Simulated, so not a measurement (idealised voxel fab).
The following process module bears the name voxel fin reveal.
Cross-section cut spans 200 nm and uses square cells 5 nm in size.
Cross-section = grid of square cells, listed top down in bands; band = one or more rows.
Top height, bottom height, nm. Materials left to right, width each, nm. Single material + "all across" = fills band edge to edge. "empty" = empty.
Heights are measured from 0, the level below which the as-received wafer is all one material; the lowest band has no bottom and continues downward, written as in "0 down".
So if you see something like "30 to 40" for the width, read it as the top row of the band sitting at the first number and the bottom row at the second, with every row in between moving by the same amount as the last.
Reading "identical to before" for a step: not a cell of the cross-section changed in it.
Heads up: "Closed internal voids" only lists the empty pockets with no open path to the top that are 8 cells or more, and it writes them as width x height at distance, distance from the left edge, in nm.
Heads up: the bit after the settings on a step's line is the simulator's remark on that step.
What "overlay nm" on a step's line means: if the step has a mask, that mask lay this far to the right of its planned place, or, when the value is negative, to the left.

Intended process steps:
| 1 | RECEIVE: material Si |
| 2 | CONFORMAL_DEP: material SiN, thk nm 5 |
| 3 | PATTERN: tone cover, mask id FINS, material resist, width nm 15, pitch nm 45, thk nm 20, overlay nm 0 |
| 4 | DIRECTIONAL_ETCH: etch materials SiN, depth nm 5 |
| 5 | DIRECTIONAL_ETCH: etch materials Si, depth nm 35 |
| 6 | STRIP: etch materials resist |
| 7 | FILL_DEP: material SiO2, thk nm 5 |
| 8 | CMP: height nm 5 |
| 9 | SELECTIVE_ETCH: etch materials SiO2, depth nm 20 |
| 10 | STRIP: etch materials SiN |
| 11 | CONFORMAL_DEP: material HfO2, thk nm 5 |

First of two wafers, with the run carried out as planned:

Cross-section of the incoming wafer, state after step 1:
    0 down: Si all across
    Closed internal voids: none

Once step 2 is through, the wafer looks like this in cross-section:
    5 to 0: SiN all across
    For the remainder of the cross-section, below 0, there is no change.

Once step 3 is through, the wafer looks like this in cross-section:
    25 to 5: 70 of empty; 15 of resist; 30 of empty; 15 of resist; 70 of empty
    For the remainder of the cross-section, below 5, there is no change.

Once step 4 is through, the wafer looks like this in cross-section:
    25 to 5: 70 of empty; 15 of resist; 30 of empty; 15 of resist; 70 of empty
    5 to 0: 70 of empty; 15 of SiN; 30 of empty; 15 of SiN; 70 of empty
    For the remainder of the cross-section, below 0, there is no change.

Once step 5 is through, the wafer looks like this in cross-section:
    25 to 5: 70 of empty; 15 of resist; 30 of empty; 15 of resist; 70 of empty
    5 to 0: 70 of empty; 15 of SiN; 30 of empty; 15 of SiN; 70 of empty
    0 to -35: 70 of empty; 15 of Si; 30 of empty; 15 of Si; 70 of empty
    For the remainder of the cross-section, below -35, there is no change.

Once step 6 is through, the wafer looks like this in cross-section:
    5 to 0: 70 of empty; 15 of SiN; 30 of empty; 15 of SiN; 70 of empty
    For the remainder of the cross-section, below 0, there is no change.

Once step 7 is through, the wafer looks like this in cross-section:
    10 to 5: SiO2 all across
    5 to 0: 70 of SiO2; 15 of SiN; 30 of SiO2; 15 of SiN; 70 of SiO2
    0 to -35: 70 of SiO2; 15 of Si; 30 of SiO2; 15 of Si; 70 of SiO2
    For the remainder of the cross-section, below -35, there is no change.

Once step 8 is through, the wafer looks like this in cross-section:
    5 to 0: 70 of SiO2; 15 of SiN; 30 of SiO2; 15 of SiN; 70 of SiO2
    For the remainder of the cross-section, below 0, there is no change.

Once step 9 is through, the wafer looks like this in cross-section:
    5 to 0: 70 of empty; 15 of SiN; 30 of empty; 15 of SiN; 70 of empty
    0 to -15: 70 of empty; 15 of Si; 30 of empty; 15 of Si; 70 of empty
    For the remainder of the cross-section, below -15, there is no change.

Once step 10 is through, the wafer looks like this in cross-section:
    0 to -15: 70 of empty; 15 of Si; 30 of empty; 15 of Si; 70 of empty
    For the remainder of the cross-section, below -15, there is no change.

Once step 11 is through, the wafer looks like this in cross-section:
    5 to 0: 65 of empty; 25 of HfO2; 20 of empty; 25 of HfO2; 65 of empty
    0 to -10: 65 of empty; 5 of HfO2; 15 of Si; 5 of HfO2; 20 of empty; 5 of HfO2; 15 of Si; 5 of HfO2; 65 of empty
    -10 to -15: 70 of HfO2; 15 of Si; 30 of HfO2; 15 of Si; 70 of HfO2
    For the remainder of the cross-section, below -15, there is no change.

It is to be noted that the second wafer proceeded from the same initial state and according to the same plan as the first, although one mistake was committed in its execution; through step 2, inclusive, the two wafers share an identical history:

Second wafer profile in section, at the moment step 3 of the plan was meant to be complete:
    25 to 5: 70 of resist; 15 of empty; 30 of resist; 15 of empty; 70 of resist
    For the remainder of the cross-section, below 5, there is no change.

Second wafer profile in section, at the moment step 4 of the plan was meant to be complete:
    25 to 5: 70 of resist; 15 of empty; 30 of resist; 15 of empty; 70 of resist
    5 to 0: 70 of SiN; 15 of empty; 30 of SiN; 15 of empty; 70 of SiN
    For the remainder of the cross-section, below 0, there is no change.

Second wafer profile in section, at the moment step 5 of the plan was meant to be complete:
    25 to 5: 70 of resist; 15 of empty; 30 of resist; 15 of empty; 70 of resist
    5 to 0: 70 of SiN; 15 of empty; 30 of SiN; 15 of empty; 70 of SiN
    0 to -35: 70 of Si; 15 of empty; 30 of Si; 15 of empty; 70 of Si
    For the remainder of the cross-section, below -35, there is no change.

Second wafer profile in section, at the moment step 6 of the plan was meant to be complete:
    5 to 0: 70 of SiN; 15 of empty; 30 of SiN; 15 of empty; 70 of SiN
    For the remainder of the cross-section, below 0, there is no change.

Second wafer profile in section, at the moment step 7 of the plan was meant to be complete:
    10 to 5: SiO2 all across
    5 to 0: 70 of SiN; 15 of SiO2; 30 of SiN; 15 of SiO2; 70 of SiN
    0 to -35: 70 of Si; 15 of SiO2; 30 of Si; 15 of SiO2; 70 of Si
    For the remainder of the cross-section, below -35, there is no change.

Second wafer profile in section, at the moment step 8 of the plan was meant to be complete:
    5 to 0: 70 of SiN; 15 of SiO2; 30 of SiN; 15 of SiO2; 70 of SiN
    For the remainder of the cross-section, below 0, there is no change.

Second wafer profile in section, at the moment step 9 of the plan was meant to be complete:
    5 to 0: 70 of SiN; 15 of empty; 30 of SiN; 15 of empty; 70 of SiN
    0 to -15: 70 of Si; 15 of empty; 30 of Si; 15 of empty; 70 of Si
    For the remainder of the cross-section, below -15, there is no change.

Second wafer profile in section, at the moment step 10 of the plan was meant to be complete:
    0 to -15: 70 of Si; 15 of empty; 30 of Si; 15 of empty; 70 of Si
    For the remainder of the cross-section, below -15, there is no change.

Second wafer profile in section, at the moment step 11 of the plan was meant to be complete:
    5 to 0: 75 of HfO2; 5 of empty; 40 of HfO2; 5 of empty; 75 of HfO2
    0 to -10: 70 of Si; 5 of HfO2; 5 of empty; 5 of HfO2; 30 of Si; 5 of HfO2; 5 of empty; 5 of HfO2; 70 of Si
    -10 to -15: 70 of Si; 15 of HfO2; 30 of Si; 15 of HfO2; 70 of Si
    For the remainder of the cross-section, below -15, there is no change.
Misprocessing identified: note that step 3 departed from the planned setting and was carried out as PATTERN: tone open, mask id FINS, material resist, width nm 15, pitch nm 45, thk nm 20, overlay nm 0
The second wafer ends with more or fewer cells of some materials than the first, per final count: Si: 196 more; SiO2: 112 fewer
